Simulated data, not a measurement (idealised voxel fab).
process module | voxel released beams
cross-section cut | 250 nm wide | cells 5 nm
A cross-section is a grid of square cells, given in bands from the top down. A band is one or more rows of cells.
Each band's line starts with the height of the band's top and of its bottom, in nm. Then come its materials from left to right, each with its width in nm. One material with "throughout" fills the band from edge to edge. "air" is empty space.
Height 0 is the level under which the wafer as received is all one material. The lowest band goes on downwards, as in "0 down".
A width such as "30 to 40" changes by the same amount from each row of cells to the next, from the band's top row to its bottom row.
"no change" after a step means that no cell of the cross-section changed.
closed voids: empty space of 8 cells or more with no open way to the top, each as width x height at its distance from the left edge, in nm
after a step's settings: what the simulator itself notes on the step
overlay nm, on a step with a mask: how far to the right of its planned place the mask lay; to the left if negative
plan
1 op RECEIVE | material Si
2 op CONFORMAL_DEP | material SiN | thk nm 5
3 op DIRECTIONAL_DEP | material SiO2 | thk nm 20
4 op MASKED_ETCH | tone open | mask id ANCHOR | width nm 35 | etch materials SiO2 | depth nm 20 | overlay nm 0
5 op CONFORMAL_DEP | material polySi | thk nm 10
6 op MASKED_ETCH | tone cover | mask id BEAM | width nm 85 | etch materials polySi | depth nm 10 | overlay nm 0
7 op STRIP | etch materials SiO2
as received, after step 1
  0 down: Si throughout
  closed voids: none
first wafer at the end, as planned
  35 to 25: air 80 | polySi 15 | air 15 | polySi 55 | air 85
  25 to 15: air 85 | polySi 10 | air 15 | polySi 10 | air 130
  15 to 5: air 85 | polySi 35 | air 130
  5 to 0: SiN throughout
  0 down: Si throughout
  closed voids: none
second wafer at the end: like start, like plan, one mistake
  30 to 25: air 80 | polySi 10 | air 25 | polySi 50 | air 85
  25 to 10: air 85 | polySi 5 | air 25 | polySi 5 | air 130
  10 to 5: air 85 | polySi 35 | air 130
  5 to 0: SiN throughout
  0 down: Si throughout
  closed voids: none
what went wrong: step 5 ran as: op CONFORMAL_DEP | material polySi | thk nm 5
at the end the second wafer has, in cells: 25 fewer of polySi
